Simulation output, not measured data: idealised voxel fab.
process module | voxel capacitor over wiring
cross-section cut | 155 nm wide | cells 5 nm
A cross-section is a grid of square cells, given in bands from the top down. A band is one or more rows of cells.
Each band's line starts with the height of the band's top and of its bottom, in nm. Then come its materials from left to right, each with its width in nm. One material with "throughout" fills the band from edge to edge. "air" is empty space.
Height 0 is the level under which the wafer as received is all one material. The lowest band goes on downwards, as in "0 down".
A width such as "30 to 40" changes by the same amount from each row of cells to the next, from the band's top row to its bottom row.
"no change" after a step means that no cell of the cross-section changed.
closed voids: empty space of 8 cells or more with no open way to the top, each as width x height at its distance from the left edge, in nm
after a step's settings: what the simulator itself notes on the step
overlay nm, on a step with a mask: how far to the right of its planned place the mask lay; to the left if negative
plan
1 op RECEIVE | material Si
2 op CONFORMAL_DEP | material SiO2 | thk nm 15
3 op CONFORMAL_DEP | material SiN | thk nm 5
4 op DIRECTIONAL_DEP | material SiO2 | thk nm 25
5 op DIRECTIONAL_DEP | material aC | thk nm 15
6 op PATTERN | tone open | mask id METAL_1 | material resist | width nm 30 | pitch nm 80 | thk nm 35 | overlay nm 0
7 op DIRECTIONAL_ETCH | etch materials aC | depth nm 15
8 op STRIP | etch materials resist
9 op DIRECTIONAL_ETCH | etch materials SiO2 | depth nm 25
10 op DIRECTIONAL_ETCH | etch materials SiN | depth nm 5
11 op STRIP | etch materials aC
12 op CONFORMAL_DEP | material TiN | thk nm 5
13 op FILL_DEP | material Ru | thk nm 5
14 op CMP | height nm 45
15 op CONFORMAL_DEP | material SiCN | thk nm 5
16 op DIRECTIONAL_DEP | material lowk | thk nm 15
17 op MASKED_ETCH | tone open | mask id PLUG_1 | width nm 15 | etch materials lowk | depth nm 15 | overlay nm 0
18 op MASKED_ETCH | tone open | mask id PLUG_1 | width nm 15 | etch materials SiCN | depth nm 5 | overlay nm 0
19 op EPI | material Ru | thk nm 10
20 op EPI | material Ru | thk nm 10
21 op DIRECTIONAL_DEP | material TiN | thk nm 10
22 op DIRECTIONAL_DEP | material HfO2 | thk nm 5
23 op DIRECTIONAL_DEP | material TiN | thk nm 10
24 op DIRECTIONAL_DEP | material aC | thk nm 15
25 op PATTERN | tone cover | mask id UPPER_PLATE | material resist | width nm 55 | thk nm 30 | overlay nm 0
26 op DIRECTIONAL_ETCH | etch materials aC | depth nm 15
27 op STRIP | etch materials resist
28 op DIRECTIONAL_ETCH | etch materials TiN | depth nm 10
29 op DIRECTIONAL_ETCH | etch materials HfO2 | depth nm 5
30 op STRIP | etch materials aC
31 op DIRECTIONAL_DEP | material aC | thk nm 10
32 op PATTERN | tone cover | mask id LOWER_PLATE | material resist | width nm 65 | thk nm 30 | overlay nm 0
33 op DIRECTIONAL_ETCH | etch materials aC | depth nm 10
34 op STRIP | etch materials resist
35 op DIRECTIONAL_ETCH | etch materials TiN | depth nm 10
36 op STRIP | etch materials aC
37 op FILL_DEP | material SiO2 | thk nm 20
38 op CMP | height nm 105
39 op MASKED_ETCH | tone open | mask id PLUG_2 | width nm 15 | etch materials SiO2 | depth nm 15 | overlay nm 0
40 op CONFORMAL_DEP | material TiN | thk nm 5
41 op FILL_DEP | material Ru | thk nm 10
42 op CMP | height nm 105
43 op CONFORMAL_DEP | material SiCN | thk nm 5
as received, after step 1
  0 down: Si throughout
  closed voids: none
first wafer at the end, as planned
  110 to 105: SiCN throughout
  105 to 95: SiO2 45 | TiN 5 | Ru 5 | TiN 5 | SiO2 95
  95 to 90: SiO2 45 | TiN 15 | SiO2 95
  90 to 80: SiO2 35 | TiN 55 | SiO2 65
  80 to 75: SiO2 35 | HfO2 55 | SiO2 65
  75 to 65: SiO2 30 | TiN 65 | SiO2 60
  65 to 50: lowk 35 | Ru 15 | lowk 105
  50 to 45: SiCN 35 | Ru 15 | SiCN 105
  45 to 20: SiO2 20 | TiN 5 | Ru 20 | TiN 5 | SiO2 50 | TiN 5 | Ru 20 | TiN 5 | SiO2 25
  20 to 15: SiN 20 | TiN 30 | SiN 50 | TiN 30 | SiN 25
  15 to 0: SiO2 throughout
  0 down: Si throughout
  closed voids: none
second wafer at the end: like start, like plan, one mistake
  110 to 105: SiCN throughout
  105 to 95: SiO2 45 | TiN 5 | Ru 5 | TiN 5 | SiO2 95
  95 to 90: SiO2 45 | TiN 15 | SiO2 95
  90 to 80: SiO2 35 | TiN 55 | SiO2 65
  80 to 75: SiO2 35 | HfO2 55 | SiO2 65
  75 to 65: SiO2 30 | TiN 65 | SiO2 60
  65 to 50: lowk 35 | Ru 15 | lowk 105
  50 to 45: SiCN 35 | Ru 15 | SiCN 105
  45 to 35: SiO2 20 | TiN 5 | Ru 20 | TiN 5 | SiO2 50 | TiN 5 | Ru 20 | TiN 5 | SiO2 25
  35 to 30: SiN 20 | TiN 30 | SiN 50 | TiN 30 | SiN 25
  30 to 0: SiO2 throughout
  0 down: Si throughout
  closed voids: none
what went wrong: step 2 was run twice
at the end the second wafer has, in cells: 24 fewer of Ru | 36 more of SiO2 | 12 fewer of TiN
